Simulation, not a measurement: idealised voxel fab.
A process module follows: voxel trench capacitor.
Square cells of 5 nm make up the cross-section cut, whose width is 265 nm.
Cross-section format: a grid of square cells, given as bands from top to bottom; each band is one or more rows of cells. For a band, the entry starts with two heights in nm, that of the top and then that of the bottom, and carries on with the band's materials in order from left to right, each alongside its width in nm; the word "all across" beside a single material means it fills the band edge to edge, and "air" means empty space. Heights are expressed relative to 0, this being the level below which the as-received wafer comprises one material exclusively. The lowest band is unbounded in the downward direction and is denoted as in "z 0 and below". Per-row width for "30->40": begins at first number (top row of band), ends at second number (bottom row), increment between rows held constant. "nothing was modified" after a step means that no cell of the cross-section changed. The label "Closed-off voids" introduces a list of the empty spaces, 8 cells or larger, that have no open way up to the top; each entry in it reads width x height at distance, where the distance is taken from the left edge and all three are stated in nm. On each step's line, the part that comes after the settings is the simulator's own comment on the step. overlay nm: step with mask; distance mask lay right of planned place; negative value = left of planned place.
**Below is the list of planned process steps**
1) RECEIVE: material Si
2) CONFORMAL_DEP: material SiN, thk nm 5
3) DIRECTIONAL_DEP: material aC, thk nm 10
4) PATTERN: tone open, mask id TRENCH, material resist, width nm 30, pitch nm 60, thk nm 30, overlay nm 0
5) DIRECTIONAL_ETCH: etch materials aC, depth nm 10
6) STRIP: etch materials resist
7) DIRECTIONAL_ETCH: etch materials SiN, depth nm 5
8) DIRECTIONAL_ETCH: etch materials Si, depth nm 40
9) STRIP: etch materials aC
10) CONFORMAL_DEP: material HfO2, thk nm 5
11) CONFORMAL_DEP: material TiN, thk nm 5
12) FILL_DEP: material W, thk nm 5
13) CMP: height nm 5
**The first of a set of two wafers, run to plan**
**The cross-section here shows the wafer as received, i.e. in its state after step 1**
> z 0 and below = Si all across
> Closed-off voids: none
**The wafer in cross-section once step 2 is complete**
> z 5 to 0 = SiN all across
> Under 0: no change, same as before.
**The wafer in cross-section once step 3 is complete**
> z 15 to 5 = aC all across
> Under 5: no change, same as before.
**The wafer in cross-section once step 4 is complete**
> z 45 to 15 = resist: 85 | air: 30 | resist: 30 | air: 30 | resist: 90
> Under 15: no change, same as before.
**The wafer in cross-section once step 5 is complete**
> z 35 to 15 = resist: 85 | air: 30 | resist: 30 | air: 30 | resist: 90
> z 15 to 5 = aC: 85 | air: 30 | aC: 30 | air: 30 | aC: 90
> Under 5: no change, same as before.
**The wafer in cross-section once step 6 is complete**
> z 15 to 5 = aC: 85 | air: 30 | aC: 30 | air: 30 | aC: 90
> Under 5: no change, same as before.
**The wafer in cross-section once step 7 is complete**
> z 15 to 5 = aC: 85 | air: 30 | aC: 30 | air: 30 | aC: 90
> z 5 to 0 = SiN: 85 | air: 30 | SiN: 30 | air: 30 | SiN: 90
> Under 0: no change, same as before.
**The wafer in cross-section once step 8 is complete**
> z 15 to 5 = aC: 85 | air: 30 | aC: 30 | air: 30 | aC: 90
> z 5 to 0 = SiN: 85 | air: 30 | SiN: 30 | air: 30 | SiN: 90
> z 0 to -40 = Si: 85 | air: 30 | Si: 30 | air: 30 | Si: 90
> Under -40: no change, same as before.
**The wafer in cross-section once step 9 is complete**
> z 5 to 0 = SiN: 85 | air: 30 | SiN: 30 | air: 30 | SiN: 90
> Under 0: no change, same as before.
**The wafer in cross-section once step 10 is complete**
> z 10 to 5 = HfO2: 90 | air: 20 | HfO2: 40 | air: 20 | HfO2: 95
> z 5 to 0 = SiN: 85 | HfO2: 5 | air: 20 | HfO2: 5 | SiN: 30 | HfO2: 5 | air: 20 | HfO2: 5 | SiN: 90
> z 0 to -35 = Si: 85 | HfO2: 5 | air: 20 | HfO2: 5 | Si: 30 | HfO2: 5 | air: 20 | HfO2: 5 | Si: 90
> z -35 to -40 = Si: 85 | HfO2: 30 | Si: 30 | HfO2: 30 | Si: 90
> Under -40: no change, same as before.
**The wafer in cross-section once step 11 is complete**
> z 15 to 10 = TiN: 95 | air: 10 | TiN: 50 | air: 10 | TiN: 100
> z 10 to 5 = HfO2: 90 | TiN: 5 | air: 10 | TiN: 5 | HfO2: 40 | TiN: 5 | air: 10 | TiN: 5 | HfO2: 95
> z 5 to 0 = SiN: 85 | HfO2: 5 | TiN: 5 | air: 10 | TiN: 5 | HfO2: 5 | SiN: 30 | HfO2: 5 | TiN: 5 | air: 10 | TiN: 5 | HfO2: 5 | SiN: 90
> z 0 to -30 = Si: 85 | HfO2: 5 | TiN: 5 | air: 10 | TiN: 5 | HfO2: 5 | Si: 30 | HfO2: 5 | TiN: 5 | air: 10 | TiN: 5 | HfO2: 5 | Si: 90
> z -30 to -35 = Si: 85 | HfO2: 5 | TiN: 20 | HfO2: 5 | Si: 30 | HfO2: 5 | TiN: 20 | HfO2: 5 | Si: 90
> Under -35: no change, same as before.
**The wafer in cross-section once step 12 is complete**
> z 20 to 15 = W all across
> z 15 to 10 = TiN: 95 | W: 10 | TiN: 50 | W: 10 | TiN: 100
> z 10 to 5 = HfO2: 90 | TiN: 5 | W: 10 | TiN: 5 | HfO2: 40 | TiN: 5 | W: 10 | TiN: 5 | HfO2: 95
> z 5 to 0 = SiN: 85 | HfO2: 5 | TiN: 5 | W: 10 | TiN: 5 | HfO2: 5 | SiN: 30 | HfO2: 5 | TiN: 5 | W: 10 | TiN: 5 | HfO2: 5 | SiN: 90
> z 0 to -30 = Si: 85 | HfO2: 5 | TiN: 5 | W: 10 | TiN: 5 | HfO2: 5 | Si: 30 | HfO2: 5 | TiN: 5 | W: 10 | TiN: 5 | HfO2: 5 | Si: 90
> Under -30: no change, same as before.
**The wafer in cross-section once step 13 is complete**
> z 5 to 0 = SiN: 85 | HfO2: 5 | TiN: 5 | W: 10 | TiN: 5 | HfO2: 5 | SiN: 30 | HfO2: 5 | TiN: 5 | W: 10 | TiN: 5 | HfO2: 5 | SiN: 90
> Under 0: no change, same as before.
**second wafer: like start, like plan, one mistake. Through step 3 it matches the first wafer**
**Cross-sectional representation of the second wafer at the time designated in the plan for the completion of step 4**
> z 45 to 15 = air: 85 | resist: 30 | air: 30 | resist: 30 | air: 90
> Under 15: no change, same as before.
**Cross-sectional representation of the second wafer at the time designated in the plan for the completion of step 5**
> z 35 to 15 = air: 85 | resist: 30 | air: 30 | resist: 30 | air: 90
> z 15 to 5 = air: 85 | aC: 30 | air: 30 | aC: 30 | air: 90
> Under 5: no change, same as before.
**Cross-sectional representation of the second wafer at the time designated in the plan for the completion of step 6**
> z 15 to 5 = air: 85 | aC: 30 | air: 30 | aC: 30 | air: 90
> Under 5: no change, same as before.
**Cross-sectional representation of the second wafer at the time designated in the plan for the completion of step 7**
> z 15 to 5 = air: 85 | aC: 30 | air: 30 | aC: 30 | air: 90
> z 5 to 0 = air: 85 | SiN: 30 | air: 30 | SiN: 30 | air: 90
> Under 0: no change, same as before.
**Cross-sectional representation of the second wafer at the time designated in the plan for the completion of step 8**
> z 15 to 5 = air: 85 | aC: 30 | air: 30 | aC: 30 | air: 90
> z 5 to 0 = air: 85 | SiN: 30 | air: 30 | SiN: 30 | air: 90
> z 0 to -40 = air: 85 | Si: 30 | air: 30 | Si: 30 | air: 90
> Under -40: no change, same as before.
**Cross-sectional representation of the second wafer at the time designated in the plan for the completion of step 9**
> z 5 to 0 = air: 85 | SiN: 30 | air: 30 | SiN: 30 | air: 90
> Under 0: no change, same as before.
**Cross-sectional representation of the second wafer at the time designated in the plan for the completion of step 10**
> z 10 to 5 = air: 80 | HfO2: 40 | air: 20 | HfO2: 40 | air: 85
> z 5 to 0 = air: 80 | HfO2: 5 | SiN: 30 | HfO2: 5 | air: 20 | HfO2: 5 | SiN: 30 | HfO2: 5 | air: 85
> z 0 to -35 = air: 80 | HfO2: 5 | Si: 30 | HfO2: 5 | air: 20 | HfO2: 5 | Si: 30 | HfO2: 5 | air: 85
> z -35 to -40 = HfO2: 85 | Si: 30 | HfO2: 30 | Si: 30 | HfO2: 90
> Under -40: no change, same as before.
**Cross-sectional representation of the second wafer at the time designated in the plan for the completion of step 11**
> z 15 to 10 = air: 75 | TiN: 50 | air: 10 | TiN: 50 | air: 80
> z 10 to 5 = air: 75 | TiN: 5 | HfO2: 40 | TiN: 5 | air: 10 | TiN: 5 | HfO2: 40 | TiN: 5 | air: 80
> z 5 to 0 = air: 75 | TiN: 5 | HfO2: 5 | SiN: 30 | HfO2: 5 | TiN: 5 | air: 10 | TiN: 5 | HfO2: 5 | SiN: 30 | HfO2: 5 | TiN: 5 | air: 80
> z 0 to -30 = air: 75 | TiN: 5 | HfO2: 5 | Si: 30 | HfO2: 5 | TiN: 5 | air: 10 | TiN: 5 | HfO2: 5 | Si: 30 | HfO2: 5 | TiN: 5 | air: 80
> z -30 to -35 = TiN: 80 | HfO2: 5 | Si: 30 | HfO2: 5 | TiN: 20 | HfO2: 5 | Si: 30 | HfO2: 5 | TiN: 85
> Under -35: no change, same as before.
**Cross-sectional representation of the second wafer at the time designated in the plan for the completion of step 12**
> z 20 to 15 = W all across
> z 15 to 10 = W: 75 | TiN: 50 | W: 10 | TiN: 50 | W: 80
> z 10 to 5 = W: 75 | TiN: 5 | HfO2: 40 | TiN: 5 | W: 10 | TiN: 5 | HfO2: 40 | TiN: 5 | W: 80
> z 5 to 0 = W: 75 | TiN: 5 | HfO2: 5 | SiN: 30 | HfO2: 5 | TiN: 5 | W: 10 | TiN: 5 | HfO2: 5 | SiN: 30 | HfO2: 5 | TiN: 5 | W: 80
> z 0 to -30 = W: 75 | TiN: 5 | HfO2: 5 | Si: 30 | HfO2: 5 | TiN: 5 | W: 10 | TiN: 5 | HfO2: 5 | Si: 30 | HfO2: 5 | TiN: 5 | W: 80
> Under -30: no change, same as before.
**Cross-sectional representation of the second wafer at the time designated in the plan for the completion of step 13**
> z 5 to 0 = W: 75 | TiN: 5 | HfO2: 5 | SiN: 30 | HfO2: 5 | TiN: 5 | W: 10 | TiN: 5 | HfO2: 5 | SiN: 30 | HfO2: 5 | TiN: 5 | W: 80
> Under 0: no change, same as before.
The mistake made against the process plan was this: for step 4, the planned setting was not used; the step was instead run as PATTERN: tone cover, mask id TRENCH, material resist, width nm 30, pitch nm 60, thk nm 30, overlay nm 0
The second wafer ends with more or fewer cells of some materials than the first, per final count: HfO2 +29; Si -232; SiN -29; TiN +29; W +203
